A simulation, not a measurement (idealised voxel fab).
Process module under the name voxel capacitor over wiring
cross-section cut | 230 nm wide | cells 5 nm
Cross-section = grid of square cells, listed top down in bands; band = one or more rows. Band entry format. Leading values: height of top, height of bottom, nm. Remainder: materials in left-to-right order, each with its width in nm. Special words: "throughout" on a single material, which then fills the band edge to edge; "blank", empty space. For the purposes of this specification, 0 denotes the height below which the wafer in its as-received condition is composed wholly of one material, and the lowermost band, lacking a lower limit, extends downward without end, as expressed in "z 0 and below". When a width is written as two numbers, as in "30->40", the first number is the width in the top row of cells of the band and the second is the width in its bottom row, and the width changes by the same amount from each row to the next. "remained unchanged", as given for a step, is the statement that not any cell of the cross-section underwent a change during that step. The entry "Fully closed voids" lists the empty spaces that cover at least 8 cells and have no open path to the top. Each is written as width x height at distance, where the distance is measured from the left edge and all three values are in nm. Anything after a step's settings on that line? It's the simulator's own note about the step. overlay nm: for a step with a mask, the amount by which the mask lay right of where it was planned; a negative amount means left of it.

**Process steps foreseen in the plan**
1. op RECEIVE | material Si
2. op CONFORMAL_DEP | material SiO2 | thk nm 10
3. op DIRECTIONAL_DEP | material TiN | thk nm 5
4. op DIRECTIONAL_DEP | material Ru | thk nm 25
5. op DIRECTIONAL_DEP | material aC | thk nm 15
6. op PATTERN | tone cover | mask id METAL_1 | material resist | width nm 25 | pitch nm 90 | thk nm 30 | overlay nm 0
7. op DIRECTIONAL_ETCH | etch materials aC | depth nm 15
8. op STRIP | etch materials resist
9. op DIRECTIONAL_ETCH | etch materials Ru | depth nm 25
10. op DIRECTIONAL_ETCH | etch materials TiN | depth nm 5
11. op STRIP | etch materials aC
12. op CONFORMAL_DEP | material SiCN | thk nm 5
13. op FILL_DEP | material SiO2 | thk nm 10
14. op CMP | height nm 40
15. op CONFORMAL_DEP | material SiCN | thk nm 5
16. op DIRECTIONAL_DEP | material SiO2 | thk nm 20
17. op PATTERN | tone open | mask id PLUG_1 | material resist | width nm 15 | thk nm 15 | overlay nm 0
18. op DIRECTIONAL_ETCH | etch materials SiO2 | depth nm 20
19. op DIRECTIONAL_ETCH | etch materials SiCN | depth nm 5
20. op STRIP | etch materials resist
21. op CONFORMAL_DEP | material TiN | thk nm 5
22. op FILL_DEP | material Ru | thk nm 5
23. op CMP | height nm 65
24. op DIRECTIONAL_DEP | material TiN | thk nm 5
25. op DIRECTIONAL_DEP | material HfO2 | thk nm 5
26. op DIRECTIONAL_DEP | material TiN | thk nm 5
27. op DIRECTIONAL_DEP | material aC | thk nm 10
28. op PATTERN | tone cover | mask id UPPER_PLATE | material resist | width nm 70 | thk nm 25 | overlay nm 0
29. op DIRECTIONAL_ETCH | etch materials aC | depth nm 10
30. op STRIP | etch materials resist
31. op DIRECTIONAL_ETCH | etch materials TiN | depth nm 5
32. op DIRECTIONAL_ETCH | etch materials HfO2 | depth nm 5
33. op STRIP | etch materials aC
34. op DIRECTIONAL_DEP | material aC | thk nm 10
35. op PATTERN | tone cover | mask id LOWER_PLATE | material resist | width nm 80 | thk nm 30 | overlay nm 0
36. op DIRECTIONAL_ETCH | etch materials aC | depth nm 10
37. op STRIP | etch materials resist
38. op DIRECTIONAL_ETCH | etch materials TiN | depth nm 5
39. op STRIP | etch materials aC
40. op FILL_DEP | material SiO2 | thk nm 15
41. op CMP | height nm 90
42. op PATTERN | tone open | mask id PLUG_2 | material resist | width nm 15 | thk nm 20 | overlay nm -15
43. op DIRECTIONAL_ETCH | etch materials SiO2 | depth nm 10
44. op STRIP | etch materials resist
45. op CONFORMAL_DEP | material TiN | thk nm 5
46. op FILL_DEP | material W | thk nm 10
47. op CMP | height nm 90
48. op CONFORMAL_DEP | material SiN | thk nm 5
Same starting wafers, different overlay nm at step 42. Plan value belongs to the first wafer.

**As-received state after step 1, first of several wafers, cross-section**
    z 0 and below | Si throughout
    Fully closed voids: none

**Below is a per-wafer table. In it, each row describes the wafer at the end of the module by giving, for each material, the number of cells gained (+) or lost (-) since the wafer was received, and after that the closed voids of the wafer**
overlay nm -15, +14 HfO2, +54 Ru, +99 SiCN, +46 SiN, +604 SiO2, +56 TiN, +1 W, Fully closed voids: none
overlay nm -10, +14 HfO2, +54 Ru, +99 SiCN, +46 SiN, +604 SiO2, +56 TiN, +1 W, Fully closed voids: none
overlay nm -5, +14 HfO2, +54 Ru, +99 SiCN, +46 SiN, +604 SiO2, +56 TiN, +1 W, Fully closed voids: none
overlay nm 0, +14 HfO2, +54 Ru, +99 SiCN, +46 SiN, +604 SiO2, +56 TiN, +1 W, Fully closed voids: none
overlay nm 5, +14 HfO2, +54 Ru, +99 SiCN, +46 SiN, +604 SiO2, +56 TiN, +1 W, Fully closed voids: none
overlay nm 10, +14 HfO2, +54 Ru, +99 SiCN, +46 SiN, +604 SiO2, +56 TiN, +1 W, Fully closed voids: none
overlay nm 15, +14 HfO2, +54 Ru, +99 SiCN, +46 SiN, +604 SiO2, +56 TiN, +1 W, Fully closed voids: none
